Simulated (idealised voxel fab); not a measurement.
The process module that follows is named voxel gate over fins.
Xsec cut, 170 nm wide, square cell size 5 nm.
Format of a cross-section: grid, square cells. Given as bands. Order: top down. Band: one or more rows of cells.
Quick guide to a band line: top height, bottom height (nm) up front; then every material left to right with its width in nm. Only one material and it's marked "everywhere"? Then it fills the band edge to edge. And "air" just means empty space.
Zero point of the height axis is 0; under it, received wafer = one material. Lowest band: continues down indefinitely, "0 down".
So if you see something like "30..40" for the width, read it as the top row of the band sitting at the first number and the bottom row at the second, with every row in between moving by the same amount as the last.
Where the words "no modifications" appear for a step, the cross-section shows no cell changed by that step; every cell remained as before.
Heads up: "Enclosed void entries" only lists the empty pockets with no open path to the top that are 8 cells or more, and it writes them as width x height at distance, distance from the left edge, in nm.
Formally, on a step line, whatever follows the settings is a remark that the simulator itself makes on the step.
overlay nm: mask right of planned place by this much (step with mask). Neg. = left.
The process steps that were planned are listed below:
1. op RECEIVE | material Si
2. op CONFORMAL_DEP | material SiN | thk nm 5
3. op DIRECTIONAL_DEP | material aC | thk nm 15
4. op PATTERN | tone cover | mask id FINS | material resist | width nm 15 | pitch nm 50 | thk nm 30 | overlay nm 0
5. op DIRECTIONAL_ETCH | etch materials aC | depth nm 15
6. op STRIP | etch materials resist
7. op DIRECTIONAL_ETCH | etch materials SiN | depth nm 5
8. op DIRECTIONAL_ETCH | etch materials Si | depth nm 30
9. op STRIP | etch materials aC
10. op FILL_DEP | material SiO2 | thk nm 5
11. op CMP | height nm 5
12. op DIRECTIONAL_DEP | material aC | thk nm 10
13. op PATTERN | tone open | mask id RAIL | material resist | width nm 15 | thk nm 30 | overlay nm 0
14. op DIRECTIONAL_ETCH | etch materials aC | depth nm 10
15. op STRIP | etch materials resist
16. op DIRECTIONAL_ETCH | etch materials SiO2 | depth nm 30
17. op STRIP | etch materials aC
18. op CONFORMAL_DEP | material TiN | thk nm 5
19. op FILL_DEP | material W | thk nm 5
20. op CMP | height nm 5
21. op SELECTIVE_ETCH | etch materials W Ru TiN | depth nm 25
22. op FILL_DEP | material SiO2 | thk nm 5
23. op CMP | height nm 5
24. op SELECTIVE_ETCH | etch materials SiO2 | depth nm 20
25. op STRIP | etch materials SiN
26. op CONFORMAL_DEP | material HfO2 | thk nm 5
27. op CONFORMAL_DEP | material TiN | thk nm 5
28. op FILL_DEP | material W | thk nm 10
29. op CMP | height nm 5
30. op CONFORMAL_DEP | material SiN | thk nm 10
The wafers in this document start out alike and differ in the height nm applied at step 29; the plan shows the value used for the first wafer.
The first of several wafers in cross-section, exactly as it reached us after step 1:
- 0 down = Si everywhere
- Enclosed void entries: none
Here's the first of several wafers in cross-section, end of the module, after the last step, step 30:
- 15 to 5 = SiN everywhere
- 5 to 0 = 40 of W | 5 of TiN | 25 of HfO2 | 5 of TiN | 15 of W | 5 of TiN | 25 of HfO2 | 5 of TiN | 45 of W
- 0 to -5 = 40 of W | 5 of TiN | 5 of HfO2 | 15 of Si | 5 of HfO2 | 5 of TiN | 15 of W | 5 of TiN | 5 of HfO2 | 15 of Si | 5 of HfO2 | 5 of TiN | 45 of W
- -5 to -10 = 45 of TiN | 5 of HfO2 | 15 of Si | 5 of HfO2 | 25 of TiN | 5 of HfO2 | 15 of Si | 5 of HfO2 | 50 of TiN
- -10 to -15 = 50 of HfO2 | 15 of Si | 35 of HfO2 | 15 of Si | 55 of HfO2
- -15 to -20 = 50 of SiO2 | 15 of Si | 35 of SiO2 | 15 of Si | 55 of SiO2
- -20 to -25 = 50 of SiO2 | 15 of Si | 10 of SiO2 | 15 of TiN | 10 of SiO2 | 15 of Si | 55 of SiO2
- -25 to -30 = 50 of SiO2 | 15 of Si | 35 of SiO2 | 15 of Si | 55 of SiO2
- -30 down = Si everywhere
- Enclosed void entries: none
Cross-section, module end, final of several wafers:
- 30 to 20 = SiN everywhere
- 20 to 10 = W everywhere
- 10 to 5 = 40 of W | 35 of TiN | 15 of W | 35 of TiN | 45 of W
- 5 to 0 = 40 of W | 5 of TiN | 25 of HfO2 | 5 of TiN | 15 of W | 5 of TiN | 25 of HfO2 | 5 of TiN | 45 of W
- 0 to -5 = 40 of W | 5 of TiN | 5 of HfO2 | 15 of Si | 5 of HfO2 | 5 of TiN | 15 of W | 5 of TiN | 5 of HfO2 | 15 of Si | 5 of HfO2 | 5 of TiN | 45 of W
- -5 to -10 = 45 of TiN | 5 of HfO2 | 15 of Si | 5 of HfO2 | 25 of TiN | 5 of HfO2 | 15 of Si | 5 of HfO2 | 50 of TiN
- -10 to -15 = 50 of HfO2 | 15 of Si | 35 of HfO2 | 15 of Si | 55 of HfO2
- -15 to -20 = 50 of SiO2 | 15 of Si | 35 of SiO2 | 15 of Si | 55 of SiO2
- -20 to -25 = 50 of SiO2 | 15 of Si | 10 of SiO2 | 15 of TiN | 10 of SiO2 | 15 of Si | 55 of SiO2
- -25 to -30 = 50 of SiO2 | 15 of Si | 35 of SiO2 | 15 of Si | 55 of SiO2
- -30 down = Si everywhere
- Enclosed void entries: none
Where each wafer stands at the end of the module, a row apiece: cells of each material gained (+) or lost (-) since it was received, then closed voids:
height nm 5; +46 HfO2; -168 Si; +68 SiN; +81 SiO2; +35 TiN; +40 W; Enclosed void entries: none
height nm 10; +46 HfO2; -168 Si; +68 SiN; +81 SiO2; +49 TiN; +60 W; Enclosed void entries: none
height nm 15; +46 HfO2; -168 Si; +68 SiN; +81 SiO2; +49 TiN; +94 W; Enclosed void entries: none
height nm 20; +46 HfO2; -168 Si; +68 SiN; +81 SiO2; +49 TiN; +128 W; Enclosed void entries: none
